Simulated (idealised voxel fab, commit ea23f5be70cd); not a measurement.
This is a process module. Its name is voxel spacer lines.
It is cross-section cut that appears here, measuring 185 nm in width, its square cells being 5 nm in size.
Square cells in a grid make up a cross-section in this document, and the grid is given as bands, listed from the top down, each one or more rows of cells.
Read a band's entry like this: the first values are the height of its top and the height of its bottom in nm, and what follows is the sequence of materials from left to right, each with its width in nm. Note that "blank" is empty space, and that a single material marked "edge to edge" reaches across the band from edge to edge.
Measure heights from 0. That's the level where, below it, the as-received wafer is all one material. The lowest band is bottomless and extends downward; write it as in "top 0, no bottom".
The expression "30->40" gives the width at the extremes of the band, the first number at its top row of cells and the second at its bottom row, with the width changing by equal amounts from each row to the next in between.
"nothing was modified" means the step left every cell of the cross-section as it was.
If an empty space has no open way to the top and is at least 8 cells in size, "Enclosed cavity list" lists it, written width x height at distance, where distance is measured from the left edge and every value is in nm.
What comes after the settings on a step's line is commentary from the simulator itself on that step.
The line of a step may include "overlay nm". On a step with a mask, this value is how far to the right of its planned place the mask lay. A negative value means the mask lay to the left.

These are the steps we planned for the process
1. op RECEIVE | material Si
2. op CONFORMAL_DEP | material Al2O3 | thk nm 10
3. op DIRECTIONAL_DEP | material W | thk nm 10
4. op DIRECTIONAL_DEP | material polySi | thk nm 25
5. op PATTERN | tone cover | mask id MANDREL | material resist | width nm 15 | pitch nm 50 | thk nm 30 | overlay nm 0
6. op DIRECTIONAL_ETCH | etch materials polySi | depth nm 25
7. op STRIP | etch materials resist
8. op CONFORMAL_DEP | material SiO2 | thk nm 10
9. op DIRECTIONAL_ETCH | etch materials SiO2 | depth nm 10
10. op STRIP | etch materials polySi
11. op DIRECTIONAL_ETCH | etch materials W | depth nm 10
12. op STRIP | etch materials SiO2
13. op FILL_DEP | material lowk | thk nm 10
14. op CMP | height nm 10
Among the wafers covered here, the point of difference is the height nm at step 14; their starting state is shared, and the plan presents the value of the first wafer.

Cross-section of the first incoming wafer of several, state after step 1
    top 0, no bottom  Si edge to edge
    Enclosed cavity list: none

Depicted here is the first of several wafers in cross-section, at module completion following the last step, step 14
    top 10, bottom 0  Al2O3 edge to edge
    top 0, no bottom  Si edge to edge
    Enclosed cavity list: none

Final wafer cross-section at module end
    top 30, bottom 20  lowk edge to edge
    top 20, bottom 10  lowk: 50 / W: 10 / lowk: 15 / W: 10 / lowk: 15 / W: 10 / lowk: 15 / W: 10 / lowk: 50
    top 10, bottom 0  Al2O3 edge to edge
    top 0, no bottom  Si edge to edge
    Enclosed cavity list: none

Note: the following table is arranged by wafer, a row apiece. Each row reports the end-of-module state: per material, cells gained (+) or cells lost (-) compared with the wafer as received; closed voids follow
height nm 10, +74 Al2O3, Enclosed cavity list: none
height nm 15, +74 Al2O3, +8 W, +29 lowk, Enclosed cavity list: none
height nm 20, +74 Al2O3, +16 W, +58 lowk, Enclosed cavity list: none
height nm 25, +74 Al2O3, +16 W, +95 lowk, Enclosed cavity list: none
height nm 30, +74 Al2O3, +16 W, +132 lowk, Enclosed cavity list: none
